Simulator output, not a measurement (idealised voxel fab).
process module | voxel gate over fins
cross-section cut | 165 nm wide | cells 5 nm
A cross-section is a grid of square cells, given in bands from the top down. A band is one or more rows of cells.
Each band's line starts with the height of the band's top and of its bottom, in nm. Then come its materials from left to right, each with its width in nm. One material with "throughout" fills the band from edge to edge. "air" is empty space.
Height 0 is the level under which the wafer as received is all one material. The lowest band goes on downwards, as in "0 down".
A width such as "30 to 40" changes by the same amount from each row of cells to the next, from the band's top row to its bottom row.
"no change" after a step means that no cell of the cross-section changed.
closed voids: empty space of 8 cells or more with no open way to the top, each as width x height at its distance from the left edge, in nm
after a step's settings: what the simulator itself notes on the step
overlay nm, on a step with a mask: how far to the right of its planned place the mask lay; to the left if negative
plan
1 op RECEIVE | material Si
2 op CONFORMAL_DEP | material SiN | thk nm 5
3 op MASKED_ETCH | tone cover | mask id FINS | width nm 15 | pitch nm 40 | etch materials SiN | depth nm 5 | overlay nm 0
4 op MASKED_ETCH | tone cover | mask id FINS | width nm 15 | pitch nm 40 | etch materials Si | depth nm 30 | overlay nm 0
5 op OXIDIZE | depth nm 5
6 op FILL_DEP | material SiO2 | thk nm 10
7 op CMP | height nm 5
8 op SELECTIVE_ETCH | etch materials SiO2 | depth nm 15
9 op STRIP | etch materials SiN
10 op CONFORMAL_DEP | material HfO2 | thk nm 5
11 op CONFORMAL_DEP | material TiN | thk nm 5
12 op CONFORMAL_DEP | material TiAl | thk nm 5
13 op CONFORMAL_DEP | material TiN | thk nm 5
14 op FILL_DEP | material W | thk nm 10
15 op CMP | height nm 25
16 op CONFORMAL_DEP | material SiN | thk nm 10
as received, after step 1
  0 down: Si throughout
  closed voids: none
first wafer at the end, as planned
  35 to 25: SiN throughout
  25 to 20: W throughout
  20 to 15: W 20 | TiN 125 | W 20
  15 to 10: W 20 | TiN 5 | TiAl 35 | TiN 5 | TiAl 35 | TiN 5 | TiAl 35 | TiN 5 | W 20
  10 to 5: TiN 25 | TiAl 5 | TiN 25 | TiAl 5 | TiN 5 | TiAl 5 | TiN 25 | TiAl 5 | TiN 5 | TiAl 5 | TiN 25 | TiAl 5 | TiN 25
  5 to 0: TiAl 30 | TiN 5 | HfO2 15 | TiN 5 | TiAl 15 | TiN 5 | HfO2 15 | TiN 5 | TiAl 15 | TiN 5 | HfO2 15 | TiN 5 | TiAl 30
  0 to -5: TiN 35 | HfO2 5 | Si 5 | HfO2 5 | TiN 25 | HfO2 5 | Si 5 | HfO2 5 | TiN 25 | HfO2 5 | Si 5 | HfO2 5 | TiN 35
  -5 to -10: HfO2 40 | Si 5 | HfO2 35 | Si 5 | HfO2 35 | Si 5 | HfO2 40
  -10 to -35: SiO2 40 | Si 5 | SiO2 35 | Si 5 | SiO2 35 | Si 5 | SiO2 40
  -35 down: Si throughout
  closed voids: none
second wafer at the end: like start, like plan, one mistake
  35 to 25: SiN throughout
  25 to 20: W throughout
  20 to 15: W 20 | TiAl 125 | W 20
  15 to 10: W 20 | TiAl 5 | TiN 35 | TiAl 5 | TiN 35 | TiAl 5 | TiN 35 | TiAl 5 | W 20
  10 to 5: TiAl 25 | TiN 35 | TiAl 5 | TiN 35 | TiAl 5 | TiN 35 | TiAl 25
  5 to 0: TiN 35 | HfO2 15 | TiN 25 | HfO2 15 | TiN 25 | HfO2 15 | TiN 35
  0 to -5: TiN 35 | HfO2 5 | Si 5 | HfO2 5 | TiN 25 | HfO2 5 | Si 5 | HfO2 5 | TiN 25 | HfO2 5 | Si 5 | HfO2 5 | TiN 35
  -5 to -10: HfO2 40 | Si 5 | HfO2 35 | Si 5 | HfO2 35 | Si 5 | HfO2 40
  -10 to -35: SiO2 40 | Si 5 | SiO2 35 | Si 5 | SiO2 35 | Si 5 | SiO2 40
  -35 down: Si throughout
  closed voids: none
what went wrong: steps 12 and 13 were swapped
at the end the second wafer has, in cells: 4 fewer of TiAl | 4 more of TiN
